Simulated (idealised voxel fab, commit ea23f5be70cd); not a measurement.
The process module that follows is named voxel gate over fins.
Shown is cross-section cut, with a width of 255 nm and square cells of size 5 nm.
Square cells in a grid make up a cross-section in this document, and the grid is given as bands, listed from the top down, each one or more rows of cells. Read a band's entry like this: the first values are the height of its top and the height of its bottom in nm, and what follows is the sequence of materials from left to right, each with its width in nm. Note that "blank" is empty space, and that a single material marked "throughout" reaches across the band from edge to edge. All heights in this document are referenced to 0, defined as the level beneath which the wafer, as received, consists entirely of one material. The lowest band is not bounded below; it extends indefinitely downward and is written in the form "from 0 down". Top row gets the first number, bottom row gets the second, and each row in between changes by the same step: that is how a band width like "30->40" works. It should be understood that the words "changes: none", when stated for a given step, signify that the cross-section underwent no change in any of its cells during that step. What "Fully closed voids" gives you is every empty space of 8 cells or more that is cut off from the top. Each appears as width x height at distance, with the distance taken from the left edge and width, height and distance all in nm. That trailing text on a step's line, after the settings, is the simulator's own remark on the step. On any step carrying a mask, the "overlay nm" setting, if present on the step's line, tells how far right of its planned place the mask lay; negative values point to the left.
### These are the steps we planned for the process
1,RECEIVE,material Si
2,CONFORMAL_DEP,material SiN,thk nm 10
3,DIRECTIONAL_DEP,material aC,thk nm 10
4,PATTERN,tone cover,mask id FINS,material resist,width nm 15,pitch nm 45,thk nm 25,overlay nm 0
5,DIRECTIONAL_ETCH,etch materials aC,depth nm 10
6,STRIP,etch materials resist
7,DIRECTIONAL_ETCH,etch materials SiN,depth nm 10
8,DIRECTIONAL_ETCH,etch materials Si,depth nm 40
9,STRIP,etch materials aC
10,FILL_DEP,material SiO2,thk nm 5
11,CMP,height nm 10
12,SELECTIVE_ETCH,etch materials SiO2,depth nm 25
13,STRIP,etch materials SiN
14,CONFORMAL_DEP,material HfO2,thk nm 5
15,CONFORMAL_DEP,material TiN,thk nm 5
16,FILL_DEP,material W,thk nm 15
17,CMP,height nm 20
18,CONFORMAL_DEP,material SiN,thk nm 5
### Cross-section: wafer on arrival = after step 1
* from 0 down | Si throughout
* Fully closed voids: none
### Cross-sectional result after module completion. Note: starting condition and plan are unchanged from above; one processing mistake was made
* from 25 to 20 | SiN throughout
* from 20 to 15 | 55 W, 145 TiN, 55 W
* from 15 to 5 | 55 W, 5 TiN, 135 HfO2, 5 TiN, 55 W
* from 5 to 0 | 60 TiN, 135 HfO2, 60 TiN
* from 0 to -15 | 75 HfO2, 15 Si, 30 HfO2, 15 Si, 30 HfO2, 15 Si, 75 HfO2
* from -15 to -40 | 75 SiO2, 15 Si, 30 SiO2, 15 Si, 30 SiO2, 15 Si, 75 SiO2
* from -40 down | Si throughout
* Fully closed voids: none
Want to know what went wrong? note that step 14 departed from the planned setting and was carried out as CONFORMAL_DEP,material HfO2,thk nm 15
